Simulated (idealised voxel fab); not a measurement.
Herein follows the process module entitled voxel self aligned vias.
Shown is cross-section cut, with a width of 285 nm and square cells of size 5 nm.
Reading order for cross-sections: top band down to bottom band. Underlying form: a grid of square cells. Band size: one or more rows of cells.
Per band: top height and bottom height in nm, followed by the left-to-right materials and their widths in nm; "everywhere" marks a single material spanning edge to edge, "empty" marks empty space.
Heads up on the height convention: 0 is the point under which the incoming wafer is all one material, and the lowest band has no bottom, it just keeps going down, like "0..down".
Top row gets the first number, bottom row gets the second, and each row in between changes by the same step: that is how a band width like "30->40" works.
"same as before", as given for a step, is the statement that not any cell of the cross-section underwent a change during that step.
"Closed cavities" contains a list of empty spaces, each no smaller than 8 cells and without an open way to the top, written in the form width x height at distance with the distance from the left edge and all three in nm.
Anything after a step's settings on that line? It's the simulator's own note about the step.
If you see "overlay nm" on a step's line and that step has a mask, it's telling you how far right of where it was planned the mask ended up; a negative number means it went left instead.

### This section lists the process steps that were planned
1. RECEIVE,material Si
2. CONFORMAL_DEP,material SiO2,thk nm 10
3. CONFORMAL_DEP,material SiCN,thk nm 5
4. DIRECTIONAL_DEP,material SiO2,thk nm 25
5. DIRECTIONAL_DEP,material aC,thk nm 10
6. PATTERN,tone open,mask id LINES,material resist,width nm 30,pitch nm 75,thk nm 30,overlay nm 0
7. DIRECTIONAL_ETCH,etch materials aC,depth nm 10
8. STRIP,etch materials resist
9. DIRECTIONAL_ETCH,etch materials SiO2,depth nm 25
10. STRIP,etch materials aC
11. CONFORMAL_DEP,material TiN,thk nm 5
12. FILL_DEP,material Ru,thk nm 10
13. CMP,height nm 40
14. SELECTIVE_ETCH,etch materials W Ru TiN,depth nm 10
15. FILL_DEP,material SiN,thk nm 10
16. CMP,height nm 40
17. DIRECTIONAL_DEP,material SiO2,thk nm 15
18. PATTERN,tone open,mask id VIAS,material resist,width nm 50,thk nm 15,overlay nm 0
19. DIRECTIONAL_ETCH,etch materials SiO2,depth nm 15
20. DIRECTIONAL_ETCH,etch materials SiN,depth nm 10
21. STRIP,etch materials resist
22. CONFORMAL_DEP,material TiN,thk nm 5
23. FILL_DEP,material Ru,thk nm 10
24. CMP,height nm 55
25. CONFORMAL_DEP,material SiCN,thk nm 5

### The first of a set of two wafers, run to plan

### Wafer as received: cross-section following step 1
	0..down = Si everywhere
	Closed cavities: none

### The following cross-section depicts the wafer upon completion of step 2
	10..0 = SiO2 everywhere
	Nothing below the height 0 has changed.

### The following cross-section depicts the wafer upon completion of step 3
	15..10 = SiCN everywhere
	Nothing below the height 10 has changed.

### The following cross-section depicts the wafer upon completion of step 4
	40..15 = SiO2 everywhere
	Nothing below the height 15 has changed.

### The following cross-section depicts the wafer upon completion of step 5
	50..40 = aC everywhere
	Nothing below the height 40 has changed.

### The following cross-section depicts the wafer upon completion of step 6
	80..50 = resist 90 nm  empty 30 nm  resist 45 nm  empty 30 nm  resist 90 nm
	Nothing below the height 50 has changed.

### The following cross-section depicts the wafer upon completion of step 7
	70..50 = resist 90 nm  empty 30 nm  resist 45 nm  empty 30 nm  resist 90 nm
	50..40 = aC 90 nm  empty 30 nm  aC 45 nm  empty 30 nm  aC 90 nm
	Nothing below the height 40 has changed.

### The following cross-section depicts the wafer upon completion of step 8
	50..40 = aC 90 nm  empty 30 nm  aC 45 nm  empty 30 nm  aC 90 nm
	Nothing below the height 40 has changed.

### The following cross-section depicts the wafer upon completion of step 9
	50..40 = aC 90 nm  empty 30 nm  aC 45 nm  empty 30 nm  aC 90 nm
	40..15 = SiO2 90 nm  empty 30 nm  SiO2 45 nm  empty 30 nm  SiO2 90 nm
	Nothing below the height 15 has changed.

### The following cross-section depicts the wafer upon completion of step 10
	40..15 = SiO2 90 nm  empty 30 nm  SiO2 45 nm  empty 30 nm  SiO2 90 nm
	Nothing below the height 15 has changed.

### The following cross-section depicts the wafer upon completion of step 11
	45..40 = TiN 95 nm  empty 20 nm  TiN 55 nm  empty 20 nm  TiN 95 nm
	40..20 = SiO2 90 nm  TiN 5 nm  empty 20 nm  TiN 5 nm  SiO2 45 nm  TiN 5 nm  empty 20 nm  TiN 5 nm  SiO2 90 nm
	20..15 = SiO2 90 nm  TiN 30 nm  SiO2 45 nm  TiN 30 nm  SiO2 90 nm
	Nothing below the height 15 has changed.

### The following cross-section depicts the wafer upon completion of step 12
	55..45 = Ru everywhere
	45..40 = TiN 95 nm  Ru 20 nm  TiN 55 nm  Ru 20 nm  TiN 95 nm
	40..20 = SiO2 90 nm  TiN 5 nm  Ru 20 nm  TiN 5 nm  SiO2 45 nm  TiN 5 nm  Ru 20 nm  TiN 5 nm  SiO2 90 nm
	Nothing below the height 20 has changed.

### The following cross-section depicts the wafer upon completion of step 13
	40..20 = SiO2 90 nm  TiN 5 nm  Ru 20 nm  TiN 5 nm  SiO2 45 nm  TiN 5 nm  Ru 20 nm  TiN 5 nm  SiO2 90 nm
	Nothing below the height 20 has changed.

### The following cross-section depicts the wafer upon completion of step 14
	40..30 = SiO2 90 nm  empty 30 nm  SiO2 45 nm  empty 30 nm  SiO2 90 nm
	Nothing below the height 30 has changed.

### The following cross-section depicts the wafer upon completion of step 15
	50..40 = SiN everywhere
	40..30 = SiO2 90 nm  SiN 30 nm  SiO2 45 nm  SiN 30 nm  SiO2 90 nm
	Nothing below the height 30 has changed.

### The following cross-section depicts the wafer upon completion of step 16
	40..30 = SiO2 90 nm  SiN 30 nm  SiO2 45 nm  SiN 30 nm  SiO2 90 nm
	Nothing below the height 30 has changed.

### The following cross-section depicts the wafer upon completion of step 17
	55..40 = SiO2 everywhere
	Nothing below the height 40 has changed.

### The following cross-section depicts the wafer upon completion of step 18
	70..55 = resist 80 nm  empty 50 nm  resist 155 nm
	Nothing below the height 55 has changed.

### The following cross-section depicts the wafer upon completion of step 19
	70..55 = resist 80 nm  empty 50 nm  resist 155 nm
	55..40 = SiO2 80 nm  empty 50 nm  SiO2 155 nm
	Nothing below the height 40 has changed.

### The following cross-section depicts the wafer upon completion of step 20
	70..55 = resist 80 nm  empty 50 nm  resist 155 nm
	55..40 = SiO2 80 nm  empty 50 nm  SiO2 155 nm
	40..30 = SiO2 90 nm  empty 30 nm  SiO2 45 nm  SiN 30 nm  SiO2 90 nm
	Nothing below the height 30 has changed.

### The following cross-section depicts the wafer upon completion of step 21
	55..40 = SiO2 80 nm  empty 50 nm  SiO2 155 nm
	Nothing below the height 40 has changed.

### The following cross-section depicts the wafer upon completion of step 22
	60..55 = TiN 85 nm  empty 40 nm  TiN 160 nm
	55..45 = SiO2 80 nm  TiN 5 nm  empty 40 nm  TiN 5 nm  SiO2 155 nm
	45..40 = SiO2 80 nm  TiN 15 nm  empty 20 nm  TiN 15 nm  SiO2 155 nm
	40..35 = SiO2 90 nm  TiN 5 nm  empty 20 nm  TiN 5 nm  SiO2 45 nm  SiN 30 nm  SiO2 90 nm
	35..30 = SiO2 90 nm  TiN 30 nm  SiO2 45 nm  SiN 30 nm  SiO2 90 nm
	Nothing below the height 30 has changed.

### The following cross-section depicts the wafer upon completion of step 23
	70..60 = Ru everywhere
	60..55 = TiN 85 nm  Ru 40 nm  TiN 160 nm
	55..45 = SiO2 80 nm  TiN 5 nm  Ru 40 nm  TiN 5 nm  SiO2 155 nm
	45..40 = SiO2 80 nm  TiN 15 nm  Ru 20 nm  TiN 15 nm  SiO2 155 nm
	40..35 = SiO2 90 nm  TiN 5 nm  Ru 20 nm  TiN 5 nm  SiO2 45 nm  SiN 30 nm  SiO2 90 nm
	Nothing below the height 35 has changed.

### The following cross-section depicts the wafer upon completion of step 24
	55..45 = SiO2 80 nm  TiN 5 nm  Ru 40 nm  TiN 5 nm  SiO2 155 nm
	Nothing below the height 45 has changed.

### The following cross-section depicts the wafer upon completion of step 25
	60..55 = SiCN everywhere
	Nothing below the height 55 has changed.

### Wafer two of two - same starting point, same process plan, one mistake in execution; matches wafer one up to and including step 17

Cross-section of the second wafer corresponding to the planned conclusion of step 18: same as before

### Cross-section of the second wafer corresponding to the planned conclusion of step 19
	40..30 = SiO2 90 nm  SiN 30 nm  SiO2 45 nm  SiN 30 nm  SiO2 90 nm
	Nothing below the height 30 has changed.

### Cross-section of the second wafer corresponding to the planned conclusion of step 20
	40..30 = SiO2 90 nm  empty 30 nm  SiO2 45 nm  empty 30 nm  SiO2 90 nm
	Nothing below the height 30 has changed.

Cross-section of the second wafer corresponding to the planned conclusion of step 21: same as before

### Cross-section of the second wafer corresponding to the planned conclusion of step 22
	45..40 = TiN 95 nm  empty 20 nm  TiN 55 nm  empty 20 nm  TiN 95 nm
	40..35 = SiO2 90 nm  TiN 5 nm  empty 20 nm  TiN 5 nm  SiO2 45 nm  TiN 5 nm  empty 20 nm  TiN 5 nm  SiO2 90 nm
	35..30 = SiO2 90 nm  TiN 30 nm  SiO2 45 nm  TiN 30 nm  SiO2 90 nm
	Nothing below the height 30 has changed.

### Cross-section of the second wafer corresponding to the planned conclusion of step 23
	55..45 = Ru everywhere
	45..40 = TiN 95 nm  Ru 20 nm  TiN 55 nm  Ru 20 nm  TiN 95 nm
	40..35 = SiO2 90 nm  TiN 5 nm  Ru 20 nm  TiN 5 nm  SiO2 45 nm  TiN 5 nm  Ru 20 nm  TiN 5 nm  SiO2 90 nm
	Nothing below the height 35 has changed.

Cross-section of the second wafer corresponding to the planned conclusion of step 24: same as before

### Cross-section of the second wafer corresponding to the planned conclusion of step 25
	60..55 = SiCN everywhere
	Nothing below the height 55 has changed.
What went wrong in running the wafer? step 18 of the plan was jumped over and never run
Final cells, second wafer relative to first, materials higher or lower: Ru +106, SiN -12, SiO2 -141, TiN +47
